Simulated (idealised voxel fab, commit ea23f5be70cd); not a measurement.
process module | voxel gate over fins
cross-section cut | 280 nm wide | cells 5 nm
A cross-section is a grid of square cells, given in bands from the top down. A band is one or more rows of cells.
Each band's line starts with the height of the band's top and of its bottom, in nm. Then come its materials from left to right, each with its width in nm. One material with "throughout" fills the band from edge to edge. "air" is empty space.
Height 0 is the level under which the wafer as received is all one material. The lowest band goes on downwards, as in "0 down".
A width such as "30 to 40" changes by the same amount from each row of cells to the next, from the band's top row to its bottom row.
"no change" after a step means that no cell of the cross-section changed.
closed voids: empty space of 8 cells or more with no open way to the top, each as width x height at its distance from the left edge, in nm
after a step's settings: what the simulator itself notes on the step
overlay nm, on a step with a mask: how far to the right of its planned place the mask lay; to the left if negative
plan
1 op RECEIVE | material Si
2 op CONFORMAL_DEP | material SiN | thk nm 10
3 op PATTERN | tone cover | mask id FINS | material resist | width nm 15 | pitch nm 45 | thk nm 20 | overlay nm 0
4 op DIRECTIONAL_ETCH | etch materials SiN | depth nm 10
5 op DIRECTIONAL_ETCH | etch materials Si | depth nm 35
6 op STRIP | etch materials resist
7 op OXIDIZE | depth nm 5
8 op FILL_DEP | material SiO2 | thk nm 10
9 op CMP | height nm 10
10 op SELECTIVE_ETCH | etch materials SiO2 | depth nm 20
11 op STRIP | etch materials SiN
12 op CONFORMAL_DEP | material HfO2 | thk nm 5
13 op CONFORMAL_DEP | material TiN | thk nm 5
14 op CONFORMAL_DEP | material TiAl | thk nm 5
15 op CONFORMAL_DEP | material TiN | thk nm 5
16 op FILL_DEP | material W | thk nm 10
17 op CMP | height nm 25
18 op CONFORMAL_DEP | material SiN | thk nm 10
first wafer, as planned
as received, after step 1
  0 down: Si throughout
  closed voids: none
after step 2
  10 to 0: SiN throughout
  below 0: unchanged
after step 3
  30 to 10: air 110 | resist 15 | air 30 | resist 15 | air 110
  below 10: unchanged
after step 4
  30 to 10: air 110 | resist 15 | air 30 | resist 15 | air 110
  10 to 0: air 110 | SiN 15 | air 30 | SiN 15 | air 110
  below 0: unchanged
after step 5
  30 to 10: air 110 | resist 15 | air 30 | resist 15 | air 110
  10 to 0: air 110 | SiN 15 | air 30 | SiN 15 | air 110
  0 to -35: air 110 | Si 15 | air 30 | Si 15 | air 110
  below -35: unchanged
after step 6
  10 to 0: air 110 | SiN 15 | air 30 | SiN 15 | air 110
  below 0: unchanged
after step 7
  10 to 0: air 110 | SiN 15 | air 30 | SiN 15 | air 110
  0 to -35: air 110 | SiO2 5 | Si 5 | SiO2 5 | air 30 | SiO2 5 | Si 5 | SiO2 5 | air 110
  -35 to -40: SiO2 115 | Si 5 | SiO2 40 | Si 5 | SiO2 115
  below -40: unchanged
after step 8
  20 to 10: SiO2 throughout
  10 to 0: SiO2 110 | SiN 15 | SiO2 30 | SiN 15 | SiO2 110
  0 to -40: SiO2 115 | Si 5 | SiO2 40 | Si 5 | SiO2 115
  below -40: unchanged
after step 9
  10 to 0: SiO2 110 | SiN 15 | SiO2 30 | SiN 15 | SiO2 110
  below 0: unchanged
after step 10
  10 to 0: air 110 | SiN 15 | air 30 | SiN 15 | air 110
  0 to -10: air 115 | Si 5 | air 40 | Si 5 | air 115
  below -10: unchanged
after step 11
  0 to -10: air 115 | Si 5 | air 40 | Si 5 | air 115
  below -10: unchanged
after step 12
  5 to 0: air 110 | HfO2 15 | air 30 | HfO2 15 | air 110
  0 to -5: air 110 | HfO2 5 | Si 5 | HfO2 5 | air 30 | HfO2 5 | Si 5 | HfO2 5 | air 110
  -5 to -10: HfO2 115 | Si 5 | HfO2 40 | Si 5 | HfO2 115
  below -10: unchanged
after step 13
  10 to 5: air 105 | TiN 25 | air 20 | TiN 25 | air 105
  5 to 0: air 105 | TiN 5 | HfO2 15 | TiN 5 | air 20 | TiN 5 | HfO2 15 | TiN 5 | air 105
  0 to -5: TiN 110 | HfO2 5 | Si 5 | HfO2 5 | TiN 30 | HfO2 5 | Si 5 | HfO2 5 | TiN 110
  below -5: unchanged
after step 14
  15 to 10: air 100 | TiAl 35 | air 10 | TiAl 35 | air 100
  10 to 5: air 100 | TiAl 5 | TiN 25 | TiAl 5 | air 10 | TiAl 5 | TiN 25 | TiAl 5 | air 100
  5 to 0: TiAl 105 | TiN 5 | HfO2 15 | TiN 5 | TiAl 20 | TiN 5 | HfO2 15 | TiN 5 | TiAl 105
  below 0: unchanged
after step 15
  20 to 15: air 95 | TiN 90 | air 95
  15 to 10: air 95 | TiN 5 | TiAl 35 | TiN 10 | TiAl 35 | TiN 5 | air 95
  10 to 5: TiN 100 | TiAl 5 | TiN 25 | TiAl 5 | TiN 10 | TiAl 5 | TiN 25 | TiAl 5 | TiN 100
  below 5: unchanged
after step 16
  30 to 20: W throughout
  20 to 15: W 95 | TiN 90 | W 95
  15 to 10: W 95 | TiN 5 | TiAl 35 | TiN 10 | TiAl 35 | TiN 5 | W 95
  below 10: unchanged
after step 17
  25 to 20: W throughout
  below 20: unchanged
after step 18
  35 to 25: SiN throughout
  below 25: unchanged
second wafer: like start, like plan, one mistake. Through step 11 it matches the first wafer
when step 12 should have ended
  15 to 5: air 100 | HfO2 35 | air 10 | HfO2 35 | air 100
  5 to 0: HfO2 throughout
  0 to -10: HfO2 115 | Si 5 | HfO2 40 | Si 5 | HfO2 115
  below -10: unchanged
when step 13 should have ended
  20 to 15: air 95 | TiN 90 | air 95
  15 to 10: air 95 | TiN 5 | HfO2 35 | TiN 10 | HfO2 35 | TiN 5 | air 95
  10 to 5: TiN 100 | HfO2 35 | TiN 10 | HfO2 35 | TiN 100
  below 5: unchanged
when step 14 should have ended
  25 to 20: air 90 | TiAl 100 | air 90
  20 to 15: air 90 | TiAl 5 | TiN 90 | TiAl 5 | air 90
  15 to 10: TiAl 95 | TiN 5 | HfO2 35 | TiN 10 | HfO2 35 | TiN 5 | TiAl 95
  below 10: unchanged
when step 15 should have ended
  30 to 25: air 85 | TiN 110 | air 85
  25 to 20: air 85 | TiN 5 | TiAl 100 | TiN 5 | air 85
  20 to 15: TiN 90 | TiAl 5 | TiN 90 | TiAl 5 | TiN 90
  below 15: unchanged
when step 16 should have ended
  40 to 30: W throughout
  30 to 25: W 85 | TiN 110 | W 85
  25 to 20: W 85 | TiN 5 | TiAl 100 | TiN 5 | W 85
  below 20: unchanged
when step 17 should have ended
  25 to 20: W 85 | TiN 5 | TiAl 100 | TiN 5 | W 85
  below 20: unchanged
when step 18 should have ended
  35 to 25: SiN throughout
  below 25: unchanged
what went wrong: step 12 ran as: op CONFORMAL_DEP | material HfO2 | thk nm 15
at the end the second wafer has, in cells: 128 more of HfO2 | 4 fewer of TiAl | 26 fewer of TiN | 98 fewer of W
